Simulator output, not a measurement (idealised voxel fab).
The following process module bears the name voxel capacitor over wiring.
cross-section cut | 245 nm wide | cells 5 nm
Square cells in a grid make up a cross-section in this document, and the grid is given as bands, listed from the top down, each one or more rows of cells.
Heights first: top, then bottom, in nm. Then materials, left to right, each with a width in nm. "throughout" on a single material: fills the band edge to edge. "blank": empty space.
Height reference: 0 = level under which incoming wafer is all one material. Lowest band: no bottom, runs on downward, e.g. "0..down".
With a width like "30 to 40", each row of cells in the band differs from the next by the same amount, the top row carrying the first number and the bottom row the second.
No cell of the cross-section changed in a step that is given as "nothing different".
The list in "Trapped cavities" covers empty spaces of 8 cells or more that cannot reach the top through any open way, and it gives each as width x height at distance; the distance is from the left edge, and width, height and distance are in nm.
Past the settings on a step's line: simulator remark, on that step.
The setting "overlay nm" may be written on the line of a step. When the step uses a mask, the value reports how far to the right of the planned place the mask lay, and a negative value reports that it lay to the left.
THE PLANNED PROCESS STEPS ARE ENUMERATED HEREUNDER
1) RECEIVE: material Si
2) CONFORMAL_DEP: material SiO2, thk nm 15
3) DIRECTIONAL_DEP: material TiN, thk nm 5
4) DIRECTIONAL_DEP: material Ru, thk nm 20
5) PATTERN: tone cover, mask id METAL_1, material resist, width nm 25, pitch nm 75, thk nm 20, overlay nm 0
6) DIRECTIONAL_ETCH: etch materials Ru, depth nm 20
7) DIRECTIONAL_ETCH: etch materials TiN, depth nm 5
8) STRIP: etch materials resist
9) CONFORMAL_DEP: material SiCN, thk nm 5
10) FILL_DEP: material SiO2, thk nm 10
11) CMP: height nm 40
12) CONFORMAL_DEP: material SiCN, thk nm 5
13) DIRECTIONAL_DEP: material lowk, thk nm 20
14) MASKED_ETCH: tone open, mask id PLUG_1, width nm 15, etch materials lowk, depth nm 20, overlay nm 0
15) MASKED_ETCH: tone open, mask id PLUG_1, width nm 15, etch materials SiCN, depth nm 5, overlay nm 0
16) EPI: material Ru, thk nm 10
17) EPI: material Ru, thk nm 10
18) EPI: material Ru, thk nm 5
19) DIRECTIONAL_DEP: material TiN, thk nm 10
20) DIRECTIONAL_DEP: material SiN, thk nm 5
21) DIRECTIONAL_DEP: material TiN, thk nm 5
22) MASKED_ETCH: tone cover, mask id UPPER_PLATE, width nm 55, etch materials TiN, depth nm 5, overlay nm 0
23) MASKED_ETCH: tone cover, mask id UPPER_PLATE, width nm 55, etch materials SiN, depth nm 5, overlay nm 0
24) MASKED_ETCH: tone cover, mask id LOWER_PLATE, width nm 65, etch materials TiN, depth nm 10, overlay nm 0
25) FILL_DEP: material SiO2, thk nm 15
26) CMP: height nm 95
27) DIRECTIONAL_DEP: material aC, thk nm 10
28) PATTERN: tone open, mask id PLUG_2, material resist, width nm 15, thk nm 25, overlay nm 0
29) DIRECTIONAL_ETCH: etch materials aC, depth nm 10
30) STRIP: etch materials resist
31) DIRECTIONAL_ETCH: etch materials SiO2, depth nm 10
32) STRIP: etch materials aC
33) CONFORMAL_DEP: material TiN, thk nm 5
34) FILL_DEP: material Cu, thk nm 10
35) CMP: height nm 95
36) CONFORMAL_DEP: material SiN, thk nm 5
SO, THE FIRST OF OUR TWO WAFERS, RUN JUST AS WE PLANNED IT
CROSS-SECTION OF THE WAFER AS IT CAME TO US, I.E., ALREADY THROUGH STEP 1
> 0..down | Si throughout
> Trapped cavities: none
WAFER SECTION VIEW AFTER PROCESSING STEP 2
> 15..0 | SiO2 throughout
> Anything lower than 0 is untouched.
WAFER SECTION VIEW AFTER PROCESSING STEP 3
> 20..15 | TiN throughout
> Anything lower than 15 is untouched.
WAFER SECTION VIEW AFTER PROCESSING STEP 4
> 40..20 | Ru throughout
> Anything lower than 20 is untouched.
WAFER SECTION VIEW AFTER PROCESSING STEP 5
> 60..40 | blank: 70 | resist: 25 | blank: 50 | resist: 25 | blank: 75
> Anything lower than 40 is untouched.
WAFER SECTION VIEW AFTER PROCESSING STEP 6
> 60..40 | blank: 70 | resist: 25 | blank: 50 | resist: 25 | blank: 75
> 40..20 | blank: 70 | Ru: 25 | blank: 50 | Ru: 25 | blank: 75
> Anything lower than 20 is untouched.
WAFER SECTION VIEW AFTER PROCESSING STEP 7
> 60..40 | blank: 70 | resist: 25 | blank: 50 | resist: 25 | blank: 75
> 40..20 | blank: 70 | Ru: 25 | blank: 50 | Ru: 25 | blank: 75
> 20..15 | blank: 70 | TiN: 25 | blank: 50 | TiN: 25 | blank: 75
> Anything lower than 15 is untouched.
WAFER SECTION VIEW AFTER PROCESSING STEP 8
> 40..20 | blank: 70 | Ru: 25 | blank: 50 | Ru: 25 | blank: 75
> Anything lower than 20 is untouched.
WAFER SECTION VIEW AFTER PROCESSING STEP 9
> 45..40 | blank: 65 | SiCN: 35 | blank: 40 | SiCN: 35 | blank: 70
> 40..20 | blank: 65 | SiCN: 5 | Ru: 25 | SiCN: 5 | blank: 40 | SiCN: 5 | Ru: 25 | SiCN: 5 | blank: 70
> 20..15 | SiCN: 70 | TiN: 25 | SiCN: 50 | TiN: 25 | SiCN: 75
> Anything lower than 15 is untouched.
WAFER SECTION VIEW AFTER PROCESSING STEP 10
> 55..45 | SiO2 throughout
> 45..40 | SiO2: 65 | SiCN: 35 | SiO2: 40 | SiCN: 35 | SiO2: 70
> 40..20 | SiO2: 65 | SiCN: 5 | Ru: 25 | SiCN: 5 | SiO2: 40 | SiCN: 5 | Ru: 25 | SiCN: 5 | SiO2: 70
> Anything lower than 20 is untouched.
WAFER SECTION VIEW AFTER PROCESSING STEP 11
> 40..20 | SiO2: 65 | SiCN: 5 | Ru: 25 | SiCN: 5 | SiO2: 40 | SiCN: 5 | Ru: 25 | SiCN: 5 | SiO2: 70
> Anything lower than 20 is untouched.
WAFER SECTION VIEW AFTER PROCESSING STEP 12
> 45..40 | SiCN throughout
> Anything lower than 40 is untouched.
WAFER SECTION VIEW AFTER PROCESSING STEP 13
> 65..45 | lowk throughout
> Anything lower than 45 is untouched.
WAFER SECTION VIEW AFTER PROCESSING STEP 14
> 65..45 | lowk: 80 | blank: 15 | lowk: 150
> Anything lower than 45 is untouched.
WAFER SECTION VIEW AFTER PROCESSING STEP 15
> 65..45 | lowk: 80 | blank: 15 | lowk: 150
> 45..40 | SiCN: 80 | blank: 15 | SiCN: 150
> Anything lower than 40 is untouched.
WAFER SECTION VIEW AFTER PROCESSING STEP 16
> 65..50 | lowk: 80 | blank: 15 | lowk: 150
> 50..45 | lowk: 80 | Ru: 15 | lowk: 150
> 45..40 | SiCN: 80 | Ru: 15 | SiCN: 150
> Anything lower than 40 is untouched.
WAFER SECTION VIEW AFTER PROCESSING STEP 17
> 65..60 | lowk: 80 | blank: 15 | lowk: 150
> 60..45 | lowk: 80 | Ru: 15 | lowk: 150
> Anything lower than 45 is untouched.
WAFER SECTION VIEW AFTER PROCESSING STEP 18
> 65..45 | lowk: 80 | Ru: 15 | lowk: 150
> Anything lower than 45 is untouched.
WAFER SECTION VIEW AFTER PROCESSING STEP 19
> 75..65 | TiN throughout
> Anything lower than 65 is untouched.
WAFER SECTION VIEW AFTER PROCESSING STEP 20
> 80..75 | SiN throughout
> Anything lower than 75 is untouched.
WAFER SECTION VIEW AFTER PROCESSING STEP 21
> 85..80 | TiN throughout
> Anything lower than 80 is untouched.
WAFER SECTION VIEW AFTER PROCESSING STEP 22
> 85..80 | blank: 80 | TiN: 55 | blank: 110
> Anything lower than 80 is untouched.
WAFER SECTION VIEW AFTER PROCESSING STEP 23
> 85..80 | blank: 80 | TiN: 55 | blank: 110
> 80..75 | blank: 80 | SiN: 55 | blank: 110
> Anything lower than 75 is untouched.
WAFER SECTION VIEW AFTER PROCESSING STEP 24
> 85..80 | blank: 80 | TiN: 55 | blank: 110
> 80..75 | blank: 80 | SiN: 55 | blank: 110
> 75..65 | blank: 75 | TiN: 65 | blank: 105
> Anything lower than 65 is untouched.
WAFER SECTION VIEW AFTER PROCESSING STEP 25
> 100..85 | SiO2 throughout
> 85..80 | SiO2: 80 | TiN: 55 | SiO2: 110
> 80..75 | SiO2: 80 | SiN: 55 | SiO2: 110
> 75..65 | SiO2: 75 | TiN: 65 | SiO2: 105
> Anything lower than 65 is untouched.
WAFER SECTION VIEW AFTER PROCESSING STEP 26
> 95..85 | SiO2 throughout
> Anything lower than 85 is untouched.
WAFER SECTION VIEW AFTER PROCESSING STEP 27
> 105..95 | aC throughout
> Anything lower than 95 is untouched.
WAFER SECTION VIEW AFTER PROCESSING STEP 28
> 130..105 | resist: 90 | blank: 15 | resist: 140
> Anything lower than 105 is untouched.
WAFER SECTION VIEW AFTER PROCESSING STEP 29
> 120..105 | resist: 90 | blank: 15 | resist: 140
> 105..95 | aC: 90 | blank: 15 | aC: 140
> Anything lower than 95 is untouched.
WAFER SECTION VIEW AFTER PROCESSING STEP 30
> 105..95 | aC: 90 | blank: 15 | aC: 140
> Anything lower than 95 is untouched.
WAFER SECTION VIEW AFTER PROCESSING STEP 31
> 105..95 | aC: 90 | blank: 15 | aC: 140
> 95..85 | SiO2: 90 | blank: 15 | SiO2: 140
> Anything lower than 85 is untouched.
WAFER SECTION VIEW AFTER PROCESSING STEP 32
> 95..85 | SiO2: 90 | blank: 15 | SiO2: 140
> Anything lower than 85 is untouched.
WAFER SECTION VIEW AFTER PROCESSING STEP 33
> 100..95 | TiN: 95 | blank: 5 | TiN: 145
> 95..90 | SiO2: 90 | TiN: 5 | blank: 5 | TiN: 5 | SiO2: 140
> 90..80 | SiO2: 90 to 80 | TiN: 15 to 55 | SiO2: 140 to 110
> Anything lower than 80 is untouched.
WAFER SECTION VIEW AFTER PROCESSING STEP 34
> 110..100 | Cu throughout
> 100..95 | TiN: 95 | Cu: 5 | TiN: 145
> 95..90 | SiO2: 90 | TiN: 5 | Cu: 5 | TiN: 5 | SiO2: 140
> Anything lower than 90 is untouched.
WAFER SECTION VIEW AFTER PROCESSING STEP 35
> 95..90 | SiO2: 90 | TiN: 5 | Cu: 5 | TiN: 5 | SiO2: 140
> Anything lower than 90 is untouched.
WAFER SECTION VIEW AFTER PROCESSING STEP 36
> 100..95 | SiN throughout
> Anything lower than 95 is untouched.
REGARDING THE SECOND OF THE TWO WAFERS: IT SHARED THE FIRST WAFER'S STARTING CONDITION AND PROCESS PLAN, YET ONE ERROR OCCURRED DURING ITS EXECUTION. ITS HISTORY COINCIDES WITH THAT OF THE FIRST WAFER UP TO AND INCLUDING STEP 2
CROSS-SECTIONAL REPRESENTATION OF THE SECOND WAFER AT THE TIME DESIGNATED IN THE PLAN FOR THE COMPLETION OF STEP 3
> 20..15 | SiN throughout
> Anything lower than 15 is untouched.
CROSS-SECTIONAL REPRESENTATION OF THE SECOND WAFER AT THE TIME DESIGNATED IN THE PLAN FOR THE COMPLETION OF STEP 4
> 40..20 | Ru throughout
> Anything lower than 20 is untouched.
CROSS-SECTIONAL REPRESENTATION OF THE SECOND WAFER AT THE TIME DESIGNATED IN THE PLAN FOR THE COMPLETION OF STEP 5
> 60..40 | blank: 70 | resist: 25 | blank: 50 | resist: 25 | blank: 75
> Anything lower than 40 is untouched.
CROSS-SECTIONAL REPRESENTATION OF THE SECOND WAFER AT THE TIME DESIGNATED IN THE PLAN FOR THE COMPLETION OF STEP 6
> 60..40 | blank: 70 | resist: 25 | blank: 50 | resist: 25 | blank: 75
> 40..20 | blank: 70 | Ru: 25 | blank: 50 | Ru: 25 | blank: 75
> Anything lower than 20 is untouched.
Cross-sectional representation of the second wafer at the time designated in the plan for the completion of step 7: nothing different
CROSS-SECTIONAL REPRESENTATION OF THE SECOND WAFER AT THE TIME DESIGNATED IN THE PLAN FOR THE COMPLETION OF STEP 8
> 40..20 | blank: 70 | Ru: 25 | blank: 50 | Ru: 25 | blank: 75
> Anything lower than 20 is untouched.
CROSS-SECTIONAL REPRESENTATION OF THE SECOND WAFER AT THE TIME DESIGNATED IN THE PLAN FOR THE COMPLETION OF STEP 9
> 45..40 | blank: 65 | SiCN: 35 | blank: 40 | SiCN: 35 | blank: 70
> 40..25 | blank: 65 | SiCN: 5 | Ru: 25 | SiCN: 5 | blank: 40 | SiCN: 5 | Ru: 25 | SiCN: 5 | blank: 70
> 25..20 | SiCN: 70 | Ru: 25 | SiCN: 50 | Ru: 25 | SiCN: 75
> Anything lower than 20 is untouched.
CROSS-SECTIONAL REPRESENTATION OF THE SECOND WAFER AT THE TIME DESIGNATED IN THE PLAN FOR THE COMPLETION OF STEP 10
> 55..45 | SiO2 throughout
> 45..40 | SiO2: 65 | SiCN: 35 | SiO2: 40 | SiCN: 35 | SiO2: 70
> 40..25 | SiO2: 65 | SiCN: 5 | Ru: 25 | SiCN: 5 | SiO2: 40 | SiCN: 5 | Ru: 25 | SiCN: 5 | SiO2: 70
> Anything lower than 25 is untouched.
CROSS-SECTIONAL REPRESENTATION OF THE SECOND WAFER AT THE TIME DESIGNATED IN THE PLAN FOR THE COMPLETION OF STEP 11
> 40..25 | SiO2: 65 | SiCN: 5 | Ru: 25 | SiCN: 5 | SiO2: 40 | SiCN: 5 | Ru: 25 | SiCN: 5 | SiO2: 70
> Anything lower than 25 is untouched.
CROSS-SECTIONAL REPRESENTATION OF THE SECOND WAFER AT THE TIME DESIGNATED IN THE PLAN FOR THE COMPLETION OF STEP 12
> 45..40 | SiCN throughout
> Anything lower than 40 is untouched.
CROSS-SECTIONAL REPRESENTATION OF THE SECOND WAFER AT THE TIME DESIGNATED IN THE PLAN FOR THE COMPLETION OF STEP 13
> 65..45 | lowk throughout
> Anything lower than 45 is untouched.
CROSS-SECTIONAL REPRESENTATION OF THE SECOND WAFER AT THE TIME DESIGNATED IN THE PLAN FOR THE COMPLETION OF STEP 14
> 65..45 | lowk: 80 | blank: 15 | lowk: 150
> Anything lower than 45 is untouched.
CROSS-SECTIONAL REPRESENTATION OF THE SECOND WAFER AT THE TIME DESIGNATED IN THE PLAN FOR THE COMPLETION OF STEP 15
> 65..45 | lowk: 80 | blank: 15 | lowk: 150
> 45..40 | SiCN: 80 | blank: 15 | SiCN: 150
> Anything lower than 40 is untouched.
CROSS-SECTIONAL REPRESENTATION OF THE SECOND WAFER AT THE TIME DESIGNATED IN THE PLAN FOR THE COMPLETION OF STEP 16
> 65..50 | lowk: 80 | blank: 15 | lowk: 150
> 50..45 | lowk: 80 | Ru: 15 | lowk: 150
> 45..40 | SiCN: 80 | Ru: 15 | SiCN: 150
> Anything lower than 40 is untouched.
CROSS-SECTIONAL REPRESENTATION OF THE SECOND WAFER AT THE TIME DESIGNATED IN THE PLAN FOR THE COMPLETION OF STEP 17
> 65..60 | lowk: 80 | blank: 15 | lowk: 150
> 60..45 | lowk: 80 | Ru: 15 | lowk: 150
> Anything lower than 45 is untouched.
CROSS-SECTIONAL REPRESENTATION OF THE SECOND WAFER AT THE TIME DESIGNATED IN THE PLAN FOR THE COMPLETION OF STEP 18
> 65..45 | lowk: 80 | Ru: 15 | lowk: 150
> Anything lower than 45 is untouched.
CROSS-SECTIONAL REPRESENTATION OF THE SECOND WAFER AT THE TIME DESIGNATED IN THE PLAN FOR THE COMPLETION OF STEP 19
> 75..65 | TiN throughout
> Anything lower than 65 is untouched.
CROSS-SECTIONAL REPRESENTATION OF THE SECOND WAFER AT THE TIME DESIGNATED IN THE PLAN FOR THE COMPLETION OF STEP 20
> 80..75 | SiN throughout
> Anything lower than 75 is untouched.
CROSS-SECTIONAL REPRESENTATION OF THE SECOND WAFER AT THE TIME DESIGNATED IN THE PLAN FOR THE COMPLETION OF STEP 21
> 85..80 | TiN throughout
> Anything lower than 80 is untouched.
CROSS-SECTIONAL REPRESENTATION OF THE SECOND WAFER AT THE TIME DESIGNATED IN THE PLAN FOR THE COMPLETION OF STEP 22
> 85..80 | blank: 80 | TiN: 55 | blank: 110
> Anything lower than 80 is untouched.
CROSS-SECTIONAL REPRESENTATION OF THE SECOND WAFER AT THE TIME DESIGNATED IN THE PLAN FOR THE COMPLETION OF STEP 23
> 85..80 | blank: 80 | TiN: 55 | blank: 110
> 80..75 | blank: 80 | SiN: 55 | blank: 110
> Anything lower than 75 is untouched.
CROSS-SECTIONAL REPRESENTATION OF THE SECOND WAFER AT THE TIME DESIGNATED IN THE PLAN FOR THE COMPLETION OF STEP 24
> 85..80 | blank: 80 | TiN: 55 | blank: 110
> 80..75 | blank: 80 | SiN: 55 | blank: 110
> 75..65 | blank: 75 | TiN: 65 | blank: 105
> Anything lower than 65 is untouched.
CROSS-SECTIONAL REPRESENTATION OF THE SECOND WAFER AT THE TIME DESIGNATED IN THE PLAN FOR THE COMPLETION OF STEP 25
> 100..85 | SiO2 throughout
> 85..80 | SiO2: 80 | TiN: 55 | SiO2: 110
> 80..75 | SiO2: 80 | SiN: 55 | SiO2: 110
> 75..65 | SiO2: 75 | TiN: 65 | SiO2: 105
> Anything lower than 65 is untouched.
CROSS-SECTIONAL REPRESENTATION OF THE SECOND WAFER AT THE TIME DESIGNATED IN THE PLAN FOR THE COMPLETION OF STEP 26
> 95..85 | SiO2 throughout
> Anything lower than 85 is untouched.
CROSS-SECTIONAL REPRESENTATION OF THE SECOND WAFER AT THE TIME DESIGNATED IN THE PLAN FOR THE COMPLETION OF STEP 27
> 105..95 | aC throughout
> Anything lower than 95 is untouched.
CROSS-SECTIONAL REPRESENTATION OF THE SECOND WAFER AT THE TIME DESIGNATED IN THE PLAN FOR THE COMPLETION OF STEP 28
> 130..105 | resist: 90 | blank: 15 | resist: 140
> Anything lower than 105 is untouched.
CROSS-SECTIONAL REPRESENTATION OF THE SECOND WAFER AT THE TIME DESIGNATED IN THE PLAN FOR THE COMPLETION OF STEP 29
> 120..105 | resist: 90 | blank: 15 | resist: 140
> 105..95 | aC: 90 | blank: 15 | aC: 140
> Anything lower than 95 is untouched.
CROSS-SECTIONAL REPRESENTATION OF THE SECOND WAFER AT THE TIME DESIGNATED IN THE PLAN FOR THE COMPLETION OF STEP 30
> 105..95 | aC: 90 | blank: 15 | aC: 140
> Anything lower than 95 is untouched.
CROSS-SECTIONAL REPRESENTATION OF THE SECOND WAFER AT THE TIME DESIGNATED IN THE PLAN FOR THE COMPLETION OF STEP 31
> 105..95 | aC: 90 | blank: 15 | aC: 140
> 95..85 | SiO2: 90 | blank: 15 | SiO2: 140
> Anything lower than 85 is untouched.
CROSS-SECTIONAL REPRESENTATION OF THE SECOND WAFER AT THE TIME DESIGNATED IN THE PLAN FOR THE COMPLETION OF STEP 32
> 95..85 | SiO2: 90 | blank: 15 | SiO2: 140
> Anything lower than 85 is untouched.
CROSS-SECTIONAL REPRESENTATION OF THE SECOND WAFER AT THE TIME DESIGNATED IN THE PLAN FOR THE COMPLETION OF STEP 33
> 100..95 | TiN: 95 | blank: 5 | TiN: 145
> 95..90 | SiO2: 90 | TiN: 5 | blank: 5 | TiN: 5 | SiO2: 140
> 90..80 | SiO2: 90 to 80 | TiN: 15 to 55 | SiO2: 140 to 110
> Anything lower than 80 is untouched.
CROSS-SECTIONAL REPRESENTATION OF THE SECOND WAFER AT THE TIME DESIGNATED IN THE PLAN FOR THE COMPLETION OF STEP 34
> 110..100 | Cu throughout
> 100..95 | TiN: 95 | Cu: 5 | TiN: 145
> 95..90 | SiO2: 90 | TiN: 5 | Cu: 5 | TiN: 5 | SiO2: 140
> Anything lower than 90 is untouched.
CROSS-SECTIONAL REPRESENTATION OF THE SECOND WAFER AT THE TIME DESIGNATED IN THE PLAN FOR THE COMPLETION OF STEP 35
> 95..90 | SiO2: 90 | TiN: 5 | Cu: 5 | TiN: 5 | SiO2: 140
> Anything lower than 90 is untouched.
CROSS-SECTIONAL REPRESENTATION OF THE SECOND WAFER AT THE TIME DESIGNATED IN THE PLAN FOR THE COMPLETION OF STEP 36
> 100..95 | SiN throughout
> Anything lower than 95 is untouched.
what went wrong: step 3 off recipe, ran as DIRECTIONAL_DEP: material SiN, thk nm 5
The final cell counts differ between the wafers, with the second having more or fewer of some materials than the first: -4 SiCN, +49 SiN, -35 SiO2, -10 TiN
